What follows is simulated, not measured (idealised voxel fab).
Process module, titled voxel wiring stack
This is section cut - it's 275 nm across, gridded in 5 nm square cells.
For the purposes of this document, a cross-section shall be understood as a grid of square cells, specified as bands listed in top-to-bottom order, each band consisting of one or more rows of cells. Heads up on the band format: heights come first, top then bottom, in nm. After that it's the materials left to right, each with its width in nm. A single material flagged "full width" fills the whole band edge to edge, and "blank" means there's empty space there. We count height from 0. Below that, the starting wafer is all one material. The lowest band never ends at the bottom but goes on down; see "0 nm and below" for how that is written. Top row gets the first number, bottom row gets the second, and each row in between changes by the same step: that is how a band width like "30..40" works. Given "identical to before" for a step, no cell of the cross-section differs between before and after that step. For the entry "Closed void entries", the listed items are empty spaces with no open way to the top whose size is 8 cells or more; each item follows the pattern width x height at distance, where distance is from the left edge and all three are in nm. That trailing text on a step's line, after the settings, is the simulator's own remark on the step. Steps that use a mask can have "overlay nm" on their line. It says how far the mask sat to the right of where it was meant to be. Negative means to the left. Each of the pairs that make up the rest of this document says: here is the cross-section before one process step, here is the cross-section after it, drawn only down to the lowest band that changed, and here, under the pair, is the step lying between them with its settings. Different pairs may come from different runs of this module on the same starting wafer, so a pair continues from the pair above it only where its entry headed "Cross-section, before" says so.

# Cross-section, before
- 120 nm to 105 nm = aC full width
- 105 nm to 80 nm = lowk full width
- 80 nm to 60 nm = SiO2: 65 / TiN: 5 / Ru: 10 / TiN: 5 / SiO2: 20 / TiN: 5 / Ru: 10 / TiN: 5 / SiO2: 20 / TiN: 5 / Ru: 10 / TiN: 5 / SiO2: 20 / TiN: 5 / Ru: 10 / TiN: 5 / SiO2: 70
- 60 nm to 55 nm = SiN: 65 / TiN: 20 / SiN: 20 / TiN: 20 / SiN: 20 / TiN: 20 / SiN: 20 / TiN: 20 / SiN: 70
- 55 nm to 35 nm = SiO2: 65 / Ru: 15 / SiO2: 25 / Ru: 15 / SiO2: 25 / Ru: 15 / SiO2: 25 / Ru: 15 / SiO2: 75
- 35 nm to 30 nm = SiCN: 65 / Ru: 15 / SiCN: 25 / Ru: 15 / SiCN: 25 / Ru: 15 / SiCN: 25 / Ru: 15 / SiCN: 75
- 30 nm to 15 nm = SiO2: 65 / TiN: 5 / Cu: 10 / TiN: 5 / SiO2: 20 / TiN: 5 / Cu: 10 / TiN: 5 / SiO2: 20 / TiN: 5 / Cu: 10 / TiN: 5 / SiO2: 20 / TiN: 5 / Cu: 10 / TiN: 5 / SiO2: 70
- 15 nm to 10 nm = SiN: 65 / TiN: 20 / SiN: 20 / TiN: 20 / SiN: 20 / TiN: 20 / SiN: 20 / TiN: 20 / SiN: 70
- 10 nm to 0 nm = SiO2 full width
- 0 nm and below = Si full width
- Closed void entries: none

# Resultant Cross-Section
- 150 nm to 120 nm = resist: 65 / blank: 15 / resist: 25 / blank: 15 / resist: 25 / blank: 15 / resist: 25 / blank: 15 / resist: 75
- Below a height of 120, the structure has not been altered.
- Closed void entries: none
The two cross-sections above are separated by a single process step, namely PATTERN: tone open, mask id PLUG_2, material resist, width nm 15, pitch nm 40, thk nm 30, overlay nm 0

Cross-section, before: as shown after the step in the preceding pair, directly above.

# Resultant Cross-Section
- 135 nm to 120 nm = resist: 65 / blank: 15 / resist: 25 / blank: 15 / resist: 25 / blank: 15 / resist: 25 / blank: 15 / resist: 75
- 120 nm to 105 nm = aC: 65 / blank: 15 / aC: 25 / blank: 15 / aC: 25 / blank: 15 / aC: 25 / blank: 15 / aC: 75
- Below a height of 105, the structure has not been altered.
- Closed void entries: none
The two cross-sections above are separated by a single process step, namely DIRECTIONAL_ETCH: etch materials aC, depth nm 15

Cross-section, before: as shown after the step in the preceding pair, directly above.

# Resultant Cross-Section
- 120 nm to 105 nm = aC: 65 / blank: 15 / aC: 25 / blank: 15 / aC: 25 / blank: 15 / aC: 25 / blank: 15 / aC: 75
- Below a height of 105, the structure has not been altered.
- Closed void entries: none
The two cross-sections above are separated by a single process step, namely STRIP: etch materials resist

Cross-section, before: as shown after the step in the preceding pair, directly above.

# Resultant Cross-Section
- 120 nm to 105 nm = aC: 65 / blank: 15 / aC: 25 / blank: 15 / aC: 25 / blank: 15 / aC: 25 / blank: 15 / aC: 75
- 105 nm to 85 nm = lowk: 65 / blank: 15 / lowk: 25 / blank: 15 / lowk: 25 / blank: 15 / lowk: 25 / blank: 15 / lowk: 75
- Below a height of 85, the structure has not been altered.
- Closed void entries: none
The two cross-sections above are separated by a single process step, namely DIRECTIONAL_ETCH: etch materials lowk, depth nm 20

Cross-section, before: as shown after the step in the preceding pair, directly above.

# Resultant Cross-Section
- 105 nm to 85 nm = lowk: 65 / blank: 15 / lowk: 25 / blank: 15 / lowk: 25 / blank: 15 / lowk: 25 / blank: 15 / lowk: 75
- Below a height of 85, the structure has not been altered.
- Closed void entries: none
The two cross-sections above are separated by a single process step, namely STRIP: etch materials aC

Cross-section, before: as shown after the step in the preceding pair, directly above.

# Resultant Cross-Section
- 110 nm to 105 nm = TiN: 70 / blank: 5 / TiN: 35 / blank: 5 / TiN: 35 / blank: 5 / TiN: 35 / blank: 5 / TiN: 80
- 105 nm to 90 nm = lowk: 65 / TiN: 5 / blank: 5 / TiN: 5 / lowk: 25 / TiN: 5 / blank: 5 / TiN: 5 / lowk: 25 / TiN: 5 / blank: 5 / TiN: 5 / lowk: 25 / TiN: 5 / blank: 5 / TiN: 5 / lowk: 75
- 90 nm to 85 nm = lowk: 65 / TiN: 15 / lowk: 25 / TiN: 15 / lowk: 25 / TiN: 15 / lowk: 25 / TiN: 15 / lowk: 75
- Below a height of 85, the structure has not been altered.
- Closed void entries: none
The two cross-sections above are separated by a single process step, namely CONFORMAL_DEP: material TiN, thk nm 5

Cross-section, before: as shown after the step in the preceding pair, directly above.

# Resultant Cross-Section
- 120 nm to 110 nm = W full width
- 110 nm to 105 nm = TiN: 70 / W: 5 / TiN: 35 / W: 5 / TiN: 35 / W: 5 / TiN: 35 / W: 5 / TiN: 80
- 105 nm to 90 nm = lowk: 65 / TiN: 5 / W: 5 / TiN: 5 / lowk: 25 / TiN: 5 / W: 5 / TiN: 5 / lowk: 25 / TiN: 5 / W: 5 / TiN: 5 / lowk: 25 / TiN: 5 / W: 5 / TiN: 5 / lowk: 75
- Below a height of 90, the structure has not been altered.
- Closed void entries: none
The two cross-sections above are separated by a single process step, namely FILL_DEP: material W, thk nm 10

Cross-section, before: as shown after the step in the preceding pair, directly above.

# Resultant Cross-Section
- 105 nm to 90 nm = lowk: 65 / TiN: 5 / W: 5 / TiN: 5 / lowk: 25 / TiN: 5 / W: 5 / TiN: 5 / lowk: 25 / TiN: 5 / W: 5 / TiN: 5 / lowk: 25 / TiN: 5 / W: 5 / TiN: 5 / lowk: 75
- Below a height of 90, the structure has not been altered.
- Closed void entries: none
The two cross-sections above are separated by a single process step, namely CMP: height nm 105

Cross-section, before: as shown after the step in the preceding pair, directly above.

# Resultant Cross-Section
- 110 nm to 105 nm = TiN full width
- Below a height of 105, the structure has not been altered.
- Closed void entries: none
The two cross-sections above are separated by a single process step, namely DIRECTIONAL_DEP: material TiN, thk nm 5

Cross-section, before: as shown after the step in the preceding pair, directly above.

# Resultant Cross-Section
- 125 nm to 110 nm = W full width
- Below a height of 110, the structure has not been altered.
- Closed void entries: none
The two cross-sections above are separated by a single process step, namely DIRECTIONAL_DEP: material W, thk nm 15

Cross-section, before: as shown after the step in the preceding pair, directly above.

# Resultant Cross-Section
- 125 nm to 110 nm = blank: 65 / W: 20 / blank: 20 / W: 20 / blank: 20 / W: 20 / blank: 20 / W: 20 / blank: 70
- Below a height of 110, the structure has not been altered.
- Closed void entries: none
The two cross-sections above are separated by a single process step, namely MASKED_ETCH: tone cover, mask id METAL_3, width nm 20, pitch nm 40, etch materials W, depth nm 15, overlay nm 0

Cross-section, before: as shown after the step in the preceding pair, directly above.

# Resultant Cross-Section
- 125 nm to 110 nm = blank: 65 / W: 20 / blank: 20 / W: 20 / blank: 20 / W: 20 / blank: 20 / W: 20 / blank: 70
- 110 nm to 105 nm = blank: 65 / TiN: 20 / blank: 20 / TiN: 20 / blank: 20 / TiN: 20 / blank: 20 / TiN: 20 / blank: 70
- Below a height of 105, the structure has not been altered.
- Closed void entries: none
The two cross-sections above are separated by a single process step, namely MASKED_ETCH: tone cover, mask id METAL_3, width nm 20, pitch nm 40, etch materials TiN, depth nm 5, overlay nm 0

Cross-section, before: as shown after the step in the preceding pair, directly above.

# Resultant Cross-Section
- 130 nm to 125 nm = lowk full width
- 125 nm to 110 nm = lowk: 65 / W: 20 / lowk: 20 / W: 20 / lowk: 20 / W: 20 / lowk: 20 / W: 20 / lowk: 70
- 110 nm to 105 nm = lowk: 65 / TiN: 20 / lowk: 20 / TiN: 20 / lowk: 20 / TiN: 20 / lowk: 20 / TiN: 20 / lowk: 70
- Below a height of 105, the structure has not been altered.
- Closed void entries: none
The two cross-sections above are separated by a single process step, namely FILL_DEP: material lowk, thk nm 5

Cross-section, before: as shown after the step in the preceding pair, directly above.

# Resultant Cross-Section
- 125 nm to 110 nm = lowk: 65 / W: 20 / lowk: 20 / W: 20 / lowk: 20 / W: 20 / lowk: 20 / W: 20 / lowk: 70
- Below a height of 110, the structure has not been altered.
- Closed void entries: none
The two cross-sections above are separated by a single process step, namely CMP: height nm 125

Cross-section, before: as shown after the step in the preceding pair, directly above.

# Resultant Cross-Section
- 130 nm to 125 nm = SiCN full width
- Below a height of 125, the structure has not been altered.
- Closed void entries: none
The two cross-sections above are separated by a single process step, namely CONFORMAL_DEP: material SiCN, thk nm 5

# Cross-section, before
- 55 nm to 35 nm = SiO2 full width
- 35 nm to 30 nm = SiCN full width
- 30 nm to 15 nm = SiO2: 65 / TiN: 5 / Cu: 10 / TiN: 5 / SiO2: 20 / TiN: 5 / Cu: 10 / TiN: 5 / SiO2: 20 / TiN: 5 / Cu: 10 / TiN: 5 / SiO2: 20 / TiN: 5 / Cu: 10 / TiN: 5 / SiO2: 70
- 15 nm to 10 nm = SiN: 65 / TiN: 20 / SiN: 20 / TiN: 20 / SiN: 20 / TiN: 20 / SiN: 20 / TiN: 20 / SiN: 70
- 10 nm to 0 nm = SiO2 full width
- 0 nm and below = Si full width
- Closed void entries: none

# Resultant Cross-Section
- 55 nm to 35 nm = blank: 65 / SiO2: 15 / blank: 25 / SiO2: 15 / blank: 25 / SiO2: 15 / blank: 25 / SiO2: 15 / blank: 75
- Below a height of 35, the structure has not been altered.
- Closed void entries: none
The two cross-sections above are separated by a single process step, namely MASKED_ETCH: tone cover, mask id PLUG_1, width nm 15, pitch nm 40, etch materials SiO2, depth nm 20, overlay nm 0

Cross-section, before: as shown after the step in the preceding pair, directly above.

# Resultant Cross-Section
- 60 nm to 55 nm = blank: 60 / SiN: 25 / blank: 15 / SiN: 25 / blank: 15 / SiN: 25 / blank: 15 / SiN: 25 / blank: 70
- 55 nm to 40 nm = blank: 60 / SiN: 5 / SiO2: 15 / SiN: 5 / blank: 15 / SiN: 5 / SiO2: 15 / SiN: 5 / blank: 15 / SiN: 5 / SiO2: 15 / SiN: 5 / blank: 15 / SiN: 5 / SiO2: 15 / SiN: 5 / blank: 70
- 40 nm to 35 nm = SiN: 65 / SiO2: 15 / SiN: 25 / SiO2: 15 / SiN: 25 / SiO2: 15 / SiN: 25 / SiO2: 15 / SiN: 75
- Below a height of 35, the structure has not been altered.
- Closed void entries: none
The two cross-sections above are separated by a single process step, namely CONFORMAL_DEP: material SiN, thk nm 5

Cross-section, before: as shown after the step in the preceding pair, directly above.

# Resultant Cross-Section
- 80 nm to 60 nm = blank: 60 / SiO2: 25 / blank: 15 / SiO2: 25 / blank: 15 / SiO2: 25 / blank: 15 / SiO2: 25 / blank: 70
- 60 nm to 55 nm = SiO2: 60 / SiN: 25 / SiO2: 15 / SiN: 25 / SiO2: 15 / SiN: 25 / SiO2: 15 / SiN: 25 / SiO2: 70
- 55 nm to 40 nm = SiO2: 60 / SiN: 5 / SiO2: 15 / SiN: 5 / SiO2: 15 / SiN: 5 / SiO2: 15 / SiN: 5 / SiO2: 15 / SiN: 5 / SiO2: 15 / SiN: 5 / SiO2: 15 / SiN: 5 / SiO2: 15 / SiN: 5 / SiO2: 70
- Below a height of 40, the structure has not been altered.
- Closed void entries: none
The two cross-sections above are separated by a single process step, namely DIRECTIONAL_DEP: material SiO2, thk nm 20

Cross-section, before: as shown after the step in the preceding pair, directly above.

# Resultant Cross-Section
- 90 nm to 80 nm = blank: 60 / aC: 25 / blank: 15 / aC: 25 / blank: 15 / aC: 25 / blank: 15 / aC: 25 / blank: 70
- 80 nm to 70 nm = blank: 60 / SiO2: 25 / blank: 15 / SiO2: 25 / blank: 15 / SiO2: 25 / blank: 15 / SiO2: 25 / blank: 70
- 70 nm to 60 nm = aC: 60 / SiO2: 25 / aC: 15 / SiO2: 25 / aC: 15 / SiO2: 25 / aC: 15 / SiO2: 25 / aC: 70
- Below a height of 60, the structure has not been altered.
- Closed void entries: none
The two cross-sections above are separated by a single process step, namely DIRECTIONAL_DEP: material aC, thk nm 10

Cross-section, before: as shown after the step in the preceding pair, directly above.

# Resultant Cross-Section
- 115 nm to 90 nm = resist: 65 / blank: 20 / resist: 20 / blank: 20 / resist: 20 / blank: 20 / resist: 20 / blank: 20 / resist: 70
- 90 nm to 80 nm = resist: 60 / aC: 25 / resist: 15 / aC: 25 / resist: 15 / aC: 25 / resist: 15 / aC: 25 / resist: 70
- 80 nm to 70 nm = resist: 60 / SiO2: 25 / resist: 15 / SiO2: 25 / resist: 15 / SiO2: 25 / resist: 15 / SiO2: 25 / resist: 70
- Below a height of 70, the structure has not been altered.
- Closed void entries: none
The two cross-sections above are separated by a single process step, namely PATTERN: tone open, mask id METAL_2, material resist, width nm 20, pitch nm 40, thk nm 25, overlay nm 0

Cross-section, before: as shown after the step in the preceding pair, directly above.

# Resultant Cross-Section
- 105 nm to 90 nm = resist: 65 / blank: 20 / resist: 20 / blank: 20 / resist: 20 / blank: 20 / resist: 20 / blank: 20 / resist: 70
- 90 nm to 80 nm = resist: 60 / aC: 5 / blank: 20 / resist: 15 / aC: 5 / blank: 20 / resist: 15 / aC: 5 / blank: 20 / resist: 15 / aC: 5 / blank: 20 / resist: 70
- Below a height of 80, the structure has not been altered.
- Closed void entries: none
The two cross-sections above are separated by a single process step, namely DIRECTIONAL_ETCH: etch materials aC, depth nm 10

Cross-section, before: as shown after the step in the preceding pair, directly above.

# Resultant Cross-Section
- 90 nm to 80 nm = blank: 60 / aC: 5 / blank: 35 / aC: 5 / blank: 35 / aC: 5 / blank: 35 / aC: 5 / blank: 90
- 80 nm to 70 nm = blank: 60 / SiO2: 25 / blank: 15 / SiO2: 25 / blank: 15 / SiO2: 25 / blank: 15 / SiO2: 25 / blank: 70
- Below a height of 70, the structure has not been altered.
- Closed void entries: none
The two cross-sections above are separated by a single process step, namely STRIP: etch materials resist

Cross-section, before: as shown after the step in the preceding pair, directly above.

# Resultant Cross-Section
- 90 nm to 80 nm = blank: 60 / aC: 5 / blank: 35 / aC: 5 / blank: 35 / aC: 5 / blank: 35 / aC: 5 / blank: 90
- 80 nm to 70 nm = blank: 60 / SiO2: 5 / blank: 35 / SiO2: 5 / blank: 35 / SiO2: 5 / blank: 35 / SiO2: 5 / blank: 90
- 70 nm to 60 nm = aC: 60 / SiO2: 5 / blank: 20 / aC: 15 / SiO2: 5 / blank: 20 / aC: 15 / SiO2: 5 / blank: 20 / aC: 15 / SiO2: 5 / blank: 20 / aC: 70
- Below a height of 60, the structure has not been altered.
- Closed void entries: none
The two cross-sections above are separated by a single process step, namely DIRECTIONAL_ETCH: etch materials SiO2, depth nm 20

Cross-section, before: as shown after the step in the preceding pair, directly above.

# Resultant Cross-Section
- 90 nm to 80 nm = blank: 60 / aC: 5 / blank: 35 / aC: 5 / blank: 35 / aC: 5 / blank: 35 / aC: 5 / blank: 90
- 80 nm to 70 nm = blank: 60 / SiO2: 5 / blank: 35 / SiO2: 5 / blank: 35 / SiO2: 5 / blank: 35 / SiO2: 5 / blank: 90
- 70 nm to 60 nm = aC: 60 / SiO2: 5 / blank: 20 / aC: 15 / SiO2: 5 / blank: 20 / aC: 15 / SiO2: 5 / blank: 20 / aC: 15 / SiO2: 5 / blank: 20 / aC: 70
- 60 nm to 55 nm = SiO2: 60 / SiN: 5 / blank: 20 / SiO2: 15 / SiN: 5 / blank: 20 / SiO2: 15 / SiN: 5 / blank: 20 / SiO2: 15 / SiN: 5 / blank: 20 / SiO2: 70
- Below a height of 55, the structure has not been altered.
- Closed void entries: none
The two cross-sections above are separated by a single process step, namely DIRECTIONAL_ETCH: etch materials SiN, depth nm 5

Cross-section, before: as shown after the step in the preceding pair, directly above.

# Resultant Cross-Section
- 80 nm to 60 nm = blank: 60 / SiO2: 5 / blank: 35 / SiO2: 5 / blank: 35 / SiO2: 5 / blank: 35 / SiO2: 5 / blank: 90
- Below a height of 60, the structure has not been altered.
- Closed void entries: none
The two cross-sections above are separated by a single process step, namely STRIP: etch materials aC

Cross-section, before: as shown after the step in the preceding pair, directly above.

# Resultant Cross-Section
- 85 nm to 80 nm = blank: 55 / TiN: 15 / blank: 25 / TiN: 15 / blank: 25 / TiN: 15 / blank: 25 / TiN: 15 / blank: 85
- 80 nm to 65 nm = blank: 55 / TiN: 5 / SiO2: 5 / TiN: 5 / blank: 25 / TiN: 5 / SiO2: 5 / TiN: 5 / blank: 25 / TiN: 5 / SiO2: 5 / TiN: 5 / blank: 25 / TiN: 5 / SiO2: 5 / TiN: 5 / blank: 85
- 65 nm to 60 nm = TiN: 60 / SiO2: 5 / TiN: 5 / blank: 10 / TiN: 20 / SiO2: 5 / TiN: 5 / blank: 10 / TiN: 20 / SiO2: 5 / TiN: 5 / blank: 10 / TiN: 20 / SiO2: 5 / TiN: 5 / blank: 10 / TiN: 75
- 60 nm to 55 nm = SiO2: 60 / SiN: 5 / TiN: 20 / SiO2: 15 / SiN: 5 / TiN: 20 / SiO2: 15 / SiN: 5 / TiN: 20 / SiO2: 15 / SiN: 5 / TiN: 20 / SiO2: 70
- Below a height of 55, the structure has not been altered.
- Closed void entries: none
The two cross-sections above are separated by a single process step, namely CONFORMAL_DEP: material TiN, thk nm 5

Cross-section, before: as shown after the step in the preceding pair, directly above.

# Resultant Cross-Section
- 95 nm to 85 nm = Ru full width
- 85 nm to 80 nm = Ru: 55 / TiN: 15 / Ru: 25 / TiN: 15 / Ru: 25 / TiN: 15 / Ru: 25 / TiN: 15 / Ru: 85
- 80 nm to 65 nm = Ru: 55 / TiN: 5 / SiO2: 5 / TiN: 5 / Ru: 25 / TiN: 5 / SiO2: 5 / TiN: 5 / Ru: 25 / TiN: 5 / SiO2: 5 / TiN: 5 / Ru: 25 / TiN: 5 / SiO2: 5 / TiN: 5 / Ru: 85
- 65 nm to 60 nm = TiN: 60 / SiO2: 5 / TiN: 5 / Ru: 10 / TiN: 20 / SiO2: 5 / TiN: 5 / Ru: 10 / TiN: 20 / SiO2: 5 / TiN: 5 / Ru: 10 / TiN: 20 / SiO2: 5 / TiN: 5 / Ru: 10 / TiN: 75
- Below a height of 60, the structure has not been altered.
- Closed void entries: none
The two cross-sections above are separated by a single process step, namely FILL_DEP: material Ru, thk nm 10

Cross-section, before: as shown after the step in the preceding pair, directly above.

# Resultant Cross-Section
- 80 nm to 65 nm = Ru: 55 / TiN: 5 / SiO2: 5 / TiN: 5 / Ru: 25 / TiN: 5 / SiO2: 5 / TiN: 5 / Ru: 25 / TiN: 5 / SiO2: 5 / TiN: 5 / Ru: 25 / TiN: 5 / SiO2: 5 / TiN: 5 / Ru: 85
- Below a height of 65, the structure has not been altered.
- Closed void entries: none
The two cross-sections above are separated by a single process step, namely CMP: height nm 80

Cross-section, before: as shown after the step in the preceding pair, directly above.

# Resultant Cross-Section
- 85 nm to 80 nm = SiCN full width
- Below a height of 80, the structure has not been altered.
- Closed void entries: none
The two cross-sections above are separated by a single process step, namely CONFORMAL_DEP: material SiCN, thk nm 5

Cross-section, before: as shown after the step in the preceding pair, directly above.

# Resultant Cross-Section
- 105 nm to 85 nm = lowk full width
- Below a height of 85, the structure has not been altered.
- Closed void entries: none
The two cross-sections above are separated by a single process step, namely DIRECTIONAL_DEP: material lowk, thk nm 20

Cross-section, before: as shown after the step in the preceding pair, directly above.

# Resultant Cross-Section
- 120 nm to 105 nm = aC full width
- Below a height of 105, the structure has not been altered.
- Closed void entries: none
The two cross-sections above are separated by a single process step, namely DIRECTIONAL_DEP: material aC, thk nm 15

Cross-section, before: as shown after the step in the preceding pair, directly above.

# Resultant Cross-Section
- 150 nm to 120 nm = resist: 65 / blank: 15 / resist: 25 / blank: 15 / resist: 25 / blank: 15 / resist: 25 / blank: 15 / resist: 75
- Below a height of 120, the structure has not been altered.
- Closed void entries: none
The two cross-sections above are separated by a single process step, namely PATTERN: tone open, mask id PLUG_2, material resist, width nm 15, pitch nm 40, thk nm 30, overlay nm 0

Cross-section, before: as shown after the step in the preceding pair, directly above.

# Resultant Cross-Section
- 135 nm to 120 nm = resist: 65 / blank: 15 / resist: 25 / blank: 15 / resist: 25 / blank: 15 / resist: 25 / blank: 15 / resist: 75
- 120 nm to 105 nm = aC: 65 / blank: 15 / aC: 25 / blank: 15 / aC: 25 / blank: 15 / aC: 25 / blank: 15 / aC: 75
- Below a height of 105, the structure has not been altered.
- Closed void entries: none
The two cross-sections above are separated by a single process step, namely DIRECTIONAL_ETCH: etch materials aC, depth nm 15

Cross-section, before: as shown after the step in the preceding pair, directly above.

# Resultant Cross-Section
- 120 nm to 105 nm = aC: 65 / blank: 15 / aC: 25 / blank: 15 / aC: 25 / blank: 15 / aC: 25 / blank: 15 / aC: 75
- Below a height of 105, the structure has not been altered.
- Closed void entries: none
The two cross-sections above are separated by a single process step, namely STRIP: etch materials resist

Cross-section, before: as shown after the step in the preceding pair, directly above.

# Resultant Cross-Section
- 120 nm to 105 nm = aC: 65 / blank: 15 / aC: 25 / blank: 15 / aC: 25 / blank: 15 / aC: 25 / blank: 15 / aC: 75
- 105 nm to 85 nm = lowk: 65 / blank: 15 / lowk: 25 / blank: 15 / lowk: 25 / blank: 15 / lowk: 25 / blank: 15 / lowk: 75
- Below a height of 85, the structure has not been altered.
- Closed void entries: none
The two cross-sections above are separated by a single process step, namely DIRECTIONAL_ETCH: etch materials lowk, depth nm 20

Cross-section, before: as shown after the step in the preceding pair, directly above.

# Resultant Cross-Section
- 120 nm to 105 nm = aC: 65 / blank: 15 / aC: 25 / blank: 15 / aC: 25 / blank: 15 / aC: 25 / blank: 15 / aC: 75
- 105 nm to 85 nm = lowk: 65 / blank: 15 / lowk: 25 / blank: 15 / lowk: 25 / blank: 15 / lowk: 25 / blank: 15 / lowk: 75
- 85 nm to 80 nm = SiCN: 65 / blank: 15 / SiCN: 25 / blank: 15 / SiCN: 25 / blank: 15 / SiCN: 25 / blank: 15 / SiCN: 75
- Below a height of 80, the structure has not been altered.
- Closed void entries: none
The two cross-sections above are separated by a single process step, namely DIRECTIONAL_ETCH: etch materials SiCN, depth nm 5

Cross-section, before: as shown after the step in the preceding pair, directly above.

# Resultant Cross-Section
- 105 nm to 85 nm = lowk: 65 / blank: 15 / lowk: 25 / blank: 15 / lowk: 25 / blank: 15 / lowk: 25 / blank: 15 / lowk: 75
- Below a height of 85, the structure has not been altered.
- Closed void entries: none
The two cross-sections above are separated by a single process step, namely STRIP: etch materials aC

Cross-section, before: as shown after the step in the preceding pair, directly above.

# Resultant Cross-Section
- 110 nm to 105 nm = TiN: 70 / blank: 5 / TiN: 35 / blank: 5 / TiN: 35 / blank: 5 / TiN: 35 / blank: 5 / TiN: 80
- 105 nm to 85 nm = lowk: 65 / TiN: 5 / blank: 5 / TiN: 5 / lowk: 25 / TiN: 5 / blank: 5 / TiN: 5 / lowk: 25 / TiN: 5 / blank: 5 / TiN: 5 / lowk: 25 / TiN: 5 / blank: 5 / TiN: 5 / lowk: 75
- 85 nm to 80 nm = SiCN: 65 / TiN: 15 / SiCN: 25 / TiN: 15 / SiCN: 25 / TiN: 15 / SiCN: 25 / TiN: 15 / SiCN: 75
- Below a height of 80, the structure has not been altered.
- Closed void entries: none
The two cross-sections above are separated by a single process step, namely CONFORMAL_DEP: material TiN, thk nm 5

Cross-section, before: as shown after the step in the preceding pair, directly above.

# Resultant Cross-Section
- 120 nm to 110 nm = W full width
- 110 nm to 105 nm = TiN: 70 / W: 5 / TiN: 35 / W: 5 / TiN: 35 / W: 5 / TiN: 35 / W: 5 / TiN: 80
- 105 nm to 85 nm = lowk: 65 / TiN: 5 / W: 5 / TiN: 5 / lowk: 25 / TiN: 5 / W: 5 / TiN: 5 / lowk: 25 / TiN: 5 / W: 5 / TiN: 5 / lowk: 25 / TiN: 5 / W: 5 / TiN: 5 / lowk: 75
- Below a height of 85, the structure has not been altered.
- Closed void entries: none
The two cross-sections above are separated by a single process step, namely FILL_DEP: material W, thk nm 10

Cross-section, before: as shown after the step in the preceding pair, directly above.

# Resultant Cross-Section
- 105 nm to 85 nm = lowk: 65 / TiN: 5 / W: 5 / TiN: 5 / lowk: 25 / TiN: 5 / W: 5 / TiN: 5 / lowk: 25 / TiN: 5 / W: 5 / TiN: 5 / lowk: 25 / TiN: 5 / W: 5 / TiN: 5 / lowk: 75
- Below a height of 85, the structure has not been altered.
- Closed void entries: none
The two cross-sections above are separated by a single process step, namely CMP: height nm 105

Cross-section, before: as shown after the step in the preceding pair, directly above.

# Resultant Cross-Section
- 110 nm to 105 nm = TiN full width
- Below a height of 105, the structure has not been altered.
- Closed void entries: none
The two cross-sections above are separated by a single process step, namely DIRECTIONAL_DEP: material TiN, thk nm 5

Cross-section, before: as shown after the step in the preceding pair, directly above.

# Resultant Cross-Section
- 125 nm to 110 nm = W full width
- Below a height of 110, the structure has not been altered.
- Closed void entries: none
The two cross-sections above are separated by a single process step, namely DIRECTIONAL_DEP: material W, thk nm 15

Cross-section, before: as shown after the step in the preceding pair, directly above.

# Resultant Cross-Section
- 125 nm to 110 nm = blank: 65 / W: 20 / blank: 20 / W: 20 / blank: 20 / W: 20 / blank: 20 / W: 20 / blank: 70
- Below a height of 110, the structure has not been altered.
- Closed void entries: none
The two cross-sections above are separated by a single process step, namely MASKED_ETCH: tone cover, mask id METAL_3, width nm 20, pitch nm 40, etch materials W, depth nm 15, overlay nm 0

Cross-section, before: as shown after the step in the preceding pair, directly above.

# Resultant Cross-Section
- 125 nm to 110 nm = blank: 65 / W: 20 / blank: 20 / W: 20 / blank: 20 / W: 20 / blank: 20 / W: 20 / blank: 70
- 110 nm to 105 nm = blank: 65 / TiN: 20 / blank: 20 / TiN: 20 / blank: 20 / TiN: 20 / blank: 20 / TiN: 20 / blank: 70
- Below a height of 105, the structure has not been altered.
- Closed void entries: none
The two cross-sections above are separated by a single process step, namely MASKED_ETCH: tone cover, mask id METAL_3, width nm 20, pitch nm 40, etch materials TiN, depth nm 5, overlay nm 0

Cross-section, before: as shown after the step in the preceding pair, directly above.

# Resultant Cross-Section
- 130 nm to 125 nm = lowk full width
- 125 nm to 110 nm = lowk: 65 / W: 20 / lowk: 20 / W: 20 / lowk: 20 / W: 20 / lowk: 20 / W: 20 / lowk: 70
- 110 nm to 105 nm = lowk: 65 / TiN: 20 / lowk: 20 / TiN: 20 / lowk: 20 / TiN: 20 / lowk: 20 / TiN: 20 / lowk: 70
- Below a height of 105, the structure has not been altered.
- Closed void entries: none
The two cross-sections above are separated by a single process step, namely FILL_DEP: material lowk, thk nm 5

Cross-section, before: as shown after the step in the preceding pair, directly above.

# Resultant Cross-Section
- 125 nm to 110 nm = lowk: 65 / W: 20 / lowk: 20 / W: 20 / lowk: 20 / W: 20 / lowk: 20 / W: 20 / lowk: 70
- Below a height of 110, the structure has not been altered.
- Closed void entries: none
The two cross-sections above are separated by a single process step, namely CMP: height nm 125

Cross-section, before: as shown after the step in the preceding pair, directly above.

# Resultant Cross-Section
- 130 nm to 125 nm = SiCN full width
- Below a height of 125, the structure has not been altered.
- Closed void entries: none
The two cross-sections above are separated by a single process step, namely CONFORMAL_DEP: material SiCN, thk nm 5
